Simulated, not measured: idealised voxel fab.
process module | voxel transistor to metal
cross-section cut | 185 nm wide | cells 5 nm
A cross-section is a grid of square cells, given in bands from the top down. A band is one or more rows of cells.
Each band's line starts with the height of the band's top and of its bottom, in nm. Then come its materials from left to right, each with its width in nm. One material with "throughout" fills the band from edge to edge. "air" is empty space.
Height 0 is the level under which the wafer as received is all one material. The lowest band goes on downwards, as in "0 down".
A width such as "30 to 40" changes by the same amount from each row of cells to the next, from the band's top row to its bottom row.
"no change" after a step means that no cell of the cross-section changed.
closed voids: empty space of 8 cells or more with no open way to the top, each as width x height at its distance from the left edge, in nm
after a step's settings: what the simulator itself notes on the step
overlay nm, on a step with a mask: how far to the right of its planned place the mask lay; to the left if negative
plan
1 op RECEIVE | material Si
2 op CONFORMAL_DEP | material SiO2 | thk nm 5
3 op CONFORMAL_DEP | material SiN | thk nm 10
4 op MASKED_ETCH | tone cover | mask id ACTIVE | width nm 95 | etch materials SiN | depth nm 10 | overlay nm 0
5 op MASKED_ETCH | tone cover | mask id ACTIVE | width nm 95 | etch materials SiO2 | depth nm 5 | overlay nm 0
6 op MASKED_ETCH | tone cover | mask id ACTIVE | width nm 95 | etch materials Si | depth nm 30 | overlay nm 0
7 op FILL_DEP | material SiO2 | thk nm 10
8 op CMP | height nm 15
9 op SELECTIVE_ETCH | etch materials SiO2 | depth nm 5
10 op STRIP | etch materials SiN
11 op SELECTIVE_ETCH | etch materials SiO2 | depth nm 5
12 op OXIDIZE | depth nm 5
13 op DIRECTIONAL_DEP | material polySi | thk nm 30
14 op DIRECTIONAL_DEP | material SiCN | thk nm 10
15 op MASKED_ETCH | tone cover | mask id GATE | width nm 15 | etch materials SiCN | depth nm 20 | overlay nm 0
16 op MASKED_ETCH | tone cover | mask id GATE | width nm 15 | etch materials polySi | depth nm 40 | overlay nm 0
17 op CONFORMAL_DEP | material SiN | thk nm 10
18 op DIRECTIONAL_ETCH | etch materials SiN | depth nm 10
19 op DIRECTIONAL_ETCH | etch materials SiO2 | depth nm 5
20 op DIRECTIONAL_ETCH | etch materials Si | depth nm 10
21 op EPI | material nSi | thk nm 10
22 op FILL_DEP | material SiO2 | thk nm 10
23 op CMP | height nm 40
24 op DIRECTIONAL_DEP | material SiO2 | thk nm 10
25 op PATTERN | tone open | mask id CONTACT | material resist | width nm 30 | pitch nm 55 | thk nm 20 | overlay nm 0
26 op DIRECTIONAL_ETCH | etch materials SiO2 | depth nm 55
27 op STRIP | etch materials resist
28 op CONFORMAL_DEP | material TiN | thk nm 5
29 op FILL_DEP | material Ru | thk nm 5
30 op CMP | height nm 50
31 op DIRECTIONAL_DEP | material TiN | thk nm 5
32 op DIRECTIONAL_DEP | material W | thk nm 15
33 op PATTERN | tone cover | mask id METAL_1 | material resist | width nm 20 | pitch nm 65 | thk nm 20 | overlay nm 0
34 op DIRECTIONAL_ETCH | etch materials W | depth nm 15
35 op DIRECTIONAL_ETCH | etch materials TiN | depth nm 5
36 op STRIP | etch materials resist
37 op CONFORMAL_DEP | material SiCN | thk nm 5
38 op FILL_DEP | material SiO2 | thk nm 5
39 op CMP | height nm 70
40 op CONFORMAL_DEP | material SiN | thk nm 5
first wafer, as planned
as received, after step 1
  0 down: Si throughout
  closed voids: none
after step 2
  5 to 0: SiO2 throughout
  below 0: unchanged
after step 3
  15 to 5: SiN throughout
  below 5: unchanged
after step 4
  15 to 5: air 45 | SiN 95 | air 45
  below 5: unchanged
after step 5
  15 to 5: air 45 | SiN 95 | air 45
  5 to 0: air 45 | SiO2 95 | air 45
  below 0: unchanged
after step 6
  15 to 5: air 45 | SiN 95 | air 45
  5 to 0: air 45 | SiO2 95 | air 45
  0 to -30: air 45 | Si 95 | air 45
  below -30: unchanged
after step 7
  25 to 15: SiO2 throughout
  15 to 5: SiO2 45 | SiN 95 | SiO2 45
  5 to 0: SiO2 throughout
  0 to -30: SiO2 45 | Si 95 | SiO2 45
  below -30: unchanged
after step 8
  15 to 5: SiO2 45 | SiN 95 | SiO2 45
  below 5: unchanged
after step 9
  15 to 10: air 45 | SiN 95 | air 45
  below 10: unchanged
after step 10
  10 to 5: SiO2 45 | air 95 | SiO2 45
  below 5: unchanged
after step 11
  5 to 0: SiO2 40 | air 105 | SiO2 40
  below 0: unchanged
after step 12
  5 to 0: SiO2 40 | air 105 | SiO2 40
  0 to -5: SiO2 throughout
  below -5: unchanged
after step 13
  35 to 30: polySi 40 | air 105 | polySi 40
  30 to 5: polySi throughout
  5 to 0: SiO2 40 | polySi 105 | SiO2 40
  below 0: unchanged
after step 14
  45 to 40: SiCN 40 | air 105 | SiCN 40
  40 to 35: SiCN throughout
  35 to 30: polySi 40 | SiCN 105 | polySi 40
  below 30: unchanged
after step 15
  40 to 35: air 85 | SiCN 15 | air 85
  35 to 30: polySi 40 | air 45 | SiCN 15 | air 45 | polySi 40
  below 30: unchanged
after step 16
  40 to 30: air 85 | SiCN 15 | air 85
  30 to 5: air 85 | polySi 15 | air 85
  5 to 0: SiO2 40 | air 45 | polySi 15 | air 45 | SiO2 40
  below 0: unchanged
after step 17
  50 to 40: air 75 | SiN 35 | air 75
  40 to 30: air 75 | SiN 10 | SiCN 15 | SiN 10 | air 75
  30 to 15: air 75 | SiN 10 | polySi 15 | SiN 10 | air 75
  15 to 10: SiN 50 | air 25 | SiN 10 | polySi 15 | SiN 10 | air 25 | SiN 50
  10 to 5: SiN 85 | polySi 15 | SiN 85
  5 to 0: SiO2 40 | SiN 45 | polySi 15 | SiN 45 | SiO2 40
  below 0: unchanged
after step 18
  40 to 30: air 75 | SiN 10 | SiCN 15 | SiN 10 | air 75
  30 to 5: air 75 | SiN 10 | polySi 15 | SiN 10 | air 75
  5 to 0: SiO2 40 | SiN 10 | air 25 | SiN 10 | polySi 15 | SiN 10 | air 25 | SiN 10 | SiO2 40
  below 0: unchanged
after step 19
  40 to 30: air 75 | SiN 10 | SiCN 15 | SiN 10 | air 75
  30 to 5: air 75 | SiN 10 | polySi 15 | SiN 10 | air 75
  5 to 0: air 40 | SiN 10 | air 25 | SiN 10 | polySi 15 | SiN 10 | air 25 | SiN 10 | air 40
  0 to -5: SiO2 50 | air 25 | SiO2 35 | air 25 | SiO2 50
  below -5: unchanged
after step 20
  40 to 30: air 75 | SiN 10 | SiCN 15 | SiN 10 | air 75
  30 to 5: air 75 | SiN 10 | polySi 15 | SiN 10 | air 75
  5 to 0: air 40 | SiN 10 | air 25 | SiN 10 | polySi 15 | SiN 10 | air 25 | SiN 10 | air 40
  0 to -5: SiO2 50 | air 25 | SiO2 35 | air 25 | SiO2 50
  -5 to -15: SiO2 45 | Si 5 | air 25 | Si 35 | air 25 | Si 5 | SiO2 45
  below -15: unchanged
after step 21
  40 to 30: air 75 | SiN 10 | SiCN 15 | SiN 10 | air 75
  30 to 5: air 75 | SiN 10 | polySi 15 | SiN 10 | air 75
  5 to 0: air 40 | SiN 10 | nSi 10 | air 5 | nSi 10 | SiN 10 | polySi 15 | SiN 10 | nSi 10 | air 5 | nSi 10 | SiN 10 | air 40
  0 to -5: SiO2 50 | nSi 10 | air 5 | nSi 10 | SiO2 35 | nSi 10 | air 5 | nSi 10 | SiO2 50
  -5 to -15: SiO2 45 | Si 5 | nSi 25 | Si 35 | nSi 25 | Si 5 | SiO2 45
  below -15: unchanged
after step 22
  50 to 40: SiO2 throughout
  40 to 30: SiO2 75 | SiN 10 | SiCN 15 | SiN 10 | SiO2 75
  30 to 5: SiO2 75 | SiN 10 | polySi 15 | SiN 10 | SiO2 75
  5 to 0: SiO2 40 | SiN 10 | nSi 10 | SiO2 5 | nSi 10 | SiN 10 | polySi 15 | SiN 10 | nSi 10 | SiO2 5 | nSi 10 | SiN 10 | SiO2 40
  0 to -5: SiO2 50 | nSi 10 | SiO2 5 | nSi 10 | SiO2 35 | nSi 10 | SiO2 5 | nSi 10 | SiO2 50
  below -5: unchanged
after step 23
  40 to 30: SiO2 75 | SiN 10 | SiCN 15 | SiN 10 | SiO2 75
  below 30: unchanged
after step 24
  50 to 40: SiO2 throughout
  below 40: unchanged
after step 25
  70 to 50: resist 50 | air 30 | resist 25 | air 30 | resist 50
  below 50: unchanged
after step 26
  70 to 50: resist 50 | air 30 | resist 25 | air 30 | resist 50
  50 to 40: SiO2 50 | air 30 | SiO2 25 | air 30 | SiO2 50
  40 to 30: SiO2 50 | air 25 | SiN 10 | SiCN 15 | SiN 10 | air 25 | SiO2 50
  30 to 5: SiO2 50 | air 25 | SiN 10 | polySi 15 | SiN 10 | air 25 | SiO2 50
  5 to 0: SiO2 40 | SiN 10 | nSi 10 | air 5 | nSi 10 | SiN 10 | polySi 15 | SiN 10 | nSi 10 | air 5 | nSi 10 | SiN 10 | SiO2 40
  0 to -5: SiO2 50 | nSi 10 | air 5 | nSi 10 | SiO2 35 | nSi 10 | air 5 | nSi 10 | SiO2 50
  below -5: unchanged
after step 27
  50 to 40: SiO2 50 | air 30 | SiO2 25 | air 30 | SiO2 50
  below 40: unchanged
after step 28
  55 to 50: TiN 55 | air 20 | TiN 35 | air 20 | TiN 55
  50 to 40: SiO2 50 | TiN 5 | air 20 to 15 | TiN 5 to 10 | SiO2 25 | TiN 5 to 10 | air 20 to 15 | TiN 5 | SiO2 50
  40 to 30: SiO2 50 | TiN 5 | air 15 | TiN 5 | SiN 10 | SiCN 15 | SiN 10 | TiN 5 | air 15 | TiN 5 | SiO2 50
  30 to 10: SiO2 50 | TiN 5 | air 15 | TiN 5 | SiN 10 | polySi 15 | SiN 10 | TiN 5 | air 15 | TiN 5 | SiO2 50
  10 to 5: SiO2 50 | TiN 25 | SiN 10 | polySi 15 | SiN 10 | TiN 25 | SiO2 50
  5 to 0: SiO2 40 | SiN 10 | nSi 10 | TiN 5 | nSi 10 | SiN 10 | polySi 15 | SiN 10 | nSi 10 | TiN 5 | nSi 10 | SiN 10 | SiO2 40
  0 to -5: SiO2 50 | nSi 10 | TiN 5 | nSi 10 | SiO2 35 | nSi 10 | TiN 5 | nSi 10 | SiO2 50
  below -5: unchanged
after step 29
  60 to 55: Ru throughout
  55 to 50: TiN 55 | Ru 20 | TiN 35 | Ru 20 | TiN 55
  50 to 40: SiO2 50 | TiN 5 | Ru 20 to 15 | TiN 5 to 10 | SiO2 25 | TiN 5 to 10 | Ru 20 to 15 | TiN 5 | SiO2 50
  40 to 30: SiO2 50 | TiN 5 | Ru 15 | TiN 5 | SiN 10 | SiCN 15 | SiN 10 | TiN 5 | Ru 15 | TiN 5 | SiO2 50
  30 to 10: SiO2 50 | TiN 5 | Ru 15 | TiN 5 | SiN 10 | polySi 15 | SiN 10 | TiN 5 | Ru 15 | TiN 5 | SiO2 50
  below 10: unchanged
after step 30
  50 to 40: SiO2 50 | TiN 5 | Ru 20 to 15 | TiN 5 to 10 | SiO2 25 | TiN 5 to 10 | Ru 20 to 15 | TiN 5 | SiO2 50
  below 40: unchanged
after step 31
  55 to 50: TiN throughout
  below 50: unchanged
after step 32
  70 to 55: W throughout
  below 55: unchanged
after step 33
  90 to 70: air 50 | resist 20 | air 45 | resist 20 | air 50
  below 70: unchanged
after step 34
  90 to 70: air 50 | resist 20 | air 45 | resist 20 | air 50
  70 to 55: air 50 | W 20 | air 45 | W 20 | air 50
  below 55: unchanged
after step 35
  90 to 70: air 50 | resist 20 | air 45 | resist 20 | air 50
  70 to 55: air 50 | W 20 | air 45 | W 20 | air 50
  55 to 50: air 50 | TiN 20 | air 45 | TiN 20 | air 50
  below 50: unchanged
after step 36
  70 to 55: air 50 | W 20 | air 45 | W 20 | air 50
  below 55: unchanged
after step 37
  75 to 70: air 45 | SiCN 30 | air 35 | SiCN 30 | air 45
  70 to 55: air 45 | SiCN 5 | W 20 | SiCN 5 | air 35 | SiCN 5 | W 20 | SiCN 5 | air 45
  55 to 50: SiCN 50 | TiN 20 | SiCN 45 | TiN 20 | SiCN 50
  below 50: unchanged
after step 38
  80 to 75: SiO2 throughout
  75 to 70: SiO2 45 | SiCN 30 | SiO2 35 | SiCN 30 | SiO2 45
  70 to 55: SiO2 45 | SiCN 5 | W 20 | SiCN 5 | SiO2 35 | SiCN 5 | W 20 | SiCN 5 | SiO2 45
  below 55: unchanged
after step 39
  70 to 55: SiO2 45 | SiCN 5 | W 20 | SiCN 5 | SiO2 35 | SiCN 5 | W 20 | SiCN 5 | SiO2 45
  below 55: unchanged
after step 40
  75 to 70: SiN throughout
  below 70: unchanged
second wafer: like start, like plan, one mistake. Through step 24 it matches the first wafer
when step 25 should have ended
  70 to 50: air 50 | resist 30 | air 25 | resist 30 | air 50
  below 50: unchanged
when step 26 should have ended
  70 to 50: air 50 | resist 30 | air 25 | resist 30 | air 50
  50 to 40: air 50 | SiO2 30 | air 25 | SiO2 30 | air 50
  40 to 30: air 50 | SiO2 25 | SiN 10 | SiCN 15 | SiN 10 | SiO2 25 | air 50
  30 to 5: air 50 | SiO2 25 | SiN 10 | polySi 15 | SiN 10 | SiO2 25 | air 50
  5 to 0: air 40 | SiN 10 | nSi 10 | SiO2 5 | nSi 10 | SiN 10 | polySi 15 | SiN 10 | nSi 10 | SiO2 5 | nSi 10 | SiN 10 | air 40
  0 to -5: air 40 | SiO2 10 | nSi 10 | SiO2 5 | nSi 10 | SiO2 35 | nSi 10 | SiO2 5 | nSi 10 | SiO2 10 | air 40
  below -5: unchanged
when step 27 should have ended
  50 to 40: air 50 | SiO2 30 | air 25 | SiO2 30 | air 50
  below 40: unchanged
when step 28 should have ended
  55 to 50: air 45 | TiN 40 | air 15 | TiN 40 | air 45
  50 to 45: air 45 | TiN 5 | SiO2 30 | TiN 5 | air 15 | TiN 5 | SiO2 30 | TiN 5 | air 45
  45 to 40: air 45 | TiN 5 | SiO2 30 | TiN 25 | SiO2 30 | TiN 5 | air 45
  40 to 30: air 45 | TiN 5 | SiO2 25 | SiN 10 | SiCN 15 | SiN 10 | SiO2 25 | TiN 5 | air 45
  30 to 10: air 45 | TiN 5 | SiO2 25 | SiN 10 | polySi 15 | SiN 10 | SiO2 25 | TiN 5 | air 45
  10 to 5: air 35 | TiN 15 | SiO2 25 | SiN 10 | polySi 15 | SiN 10 | SiO2 25 | TiN 15 | air 35
  5 to 0: air 35 | TiN 5 | SiN 10 | nSi 10 | SiO2 5 | nSi 10 | SiN 10 | polySi 15 | SiN 10 | nSi 10 | SiO2 5 | nSi 10 | SiN 10 | TiN 5 | air 35
  0 to -5: TiN 40 | SiO2 10 | nSi 10 | SiO2 5 | nSi 10 | SiO2 35 | nSi 10 | SiO2 5 | nSi 10 | SiO2 10 | TiN 40
  below -5: unchanged
when step 29 should have ended
  60 to 55: Ru throughout
  55 to 50: Ru 45 | TiN 40 | Ru 15 | TiN 40 | Ru 45
  50 to 45: Ru 45 | TiN 5 | SiO2 30 | TiN 5 | Ru 15 | TiN 5 | SiO2 30 | TiN 5 | Ru 45
  45 to 40: Ru 45 | TiN 5 | SiO2 30 | TiN 25 | SiO2 30 | TiN 5 | Ru 45
  40 to 30: Ru 45 | TiN 5 | SiO2 25 | SiN 10 | SiCN 15 | SiN 10 | SiO2 25 | TiN 5 | Ru 45
  30 to 10: Ru 45 | TiN 5 | SiO2 25 | SiN 10 | polySi 15 | SiN 10 | SiO2 25 | TiN 5 | Ru 45
  10 to 5: Ru 35 | TiN 15 | SiO2 25 | SiN 10 | polySi 15 | SiN 10 | SiO2 25 | TiN 15 | Ru 35
  5 to 0: Ru 35 | TiN 5 | SiN 10 | nSi 10 | SiO2 5 | nSi 10 | SiN 10 | polySi 15 | SiN 10 | nSi 10 | SiO2 5 | nSi 10 | SiN 10 | TiN 5 | Ru 35
  below 0: unchanged
when step 30 should have ended
  50 to 45: Ru 45 | TiN 5 | SiO2 30 | TiN 5 | Ru 15 | TiN 5 | SiO2 30 | TiN 5 | Ru 45
  below 45: unchanged
when step 31 should have ended
  55 to 50: TiN throughout
  below 50: unchanged
when step 32 should have ended
  70 to 55: W throughout
  below 55: unchanged
when step 33 should have ended
  90 to 70: air 50 | resist 20 | air 45 | resist 20 | air 50
  below 70: unchanged
when step 34 should have ended
  90 to 70: air 50 | resist 20 | air 45 | resist 20 | air 50
  70 to 55: air 50 | W 20 | air 45 | W 20 | air 50
  below 55: unchanged
when step 35 should have ended
  90 to 70: air 50 | resist 20 | air 45 | resist 20 | air 50
  70 to 55: air 50 | W 20 | air 45 | W 20 | air 50
  55 to 50: air 50 | TiN 20 | air 45 | TiN 20 | air 50
  below 50: unchanged
when step 36 should have ended
  70 to 55: air 50 | W 20 | air 45 | W 20 | air 50
  below 55: unchanged
when step 37 should have ended
  75 to 70: air 45 | SiCN 30 | air 35 | SiCN 30 | air 45
  70 to 55: air 45 | SiCN 5 | W 20 | SiCN 5 | air 35 | SiCN 5 | W 20 | SiCN 5 | air 45
  55 to 50: SiCN 50 | TiN 20 | SiCN 45 | TiN 20 | SiCN 50
  below 50: unchanged
when step 38 should have ended
  80 to 75: SiO2 throughout
  75 to 70: SiO2 45 | SiCN 30 | SiO2 35 | SiCN 30 | SiO2 45
  70 to 55: SiO2 45 | SiCN 5 | W 20 | SiCN 5 | SiO2 35 | SiCN 5 | W 20 | SiCN 5 | SiO2 45
  below 55: unchanged
when step 39 should have ended
  70 to 55: SiO2 45 | SiCN 5 | W 20 | SiCN 5 | SiO2 35 | SiCN 5 | W 20 | SiCN 5 | SiO2 45
  below 55: unchanged
when step 40 should have ended
  75 to 70: SiN throughout
  below 70: unchanged
what went wrong: step 25 ran as: op PATTERN | tone cover | mask id CONTACT | material resist | width nm 30 | pitch nm 55 | thk nm 20 | overlay nm 0
at the end the second wafer has, in cells: 125 more of Ru | 124 fewer of SiO2 | 1 fewer of TiN
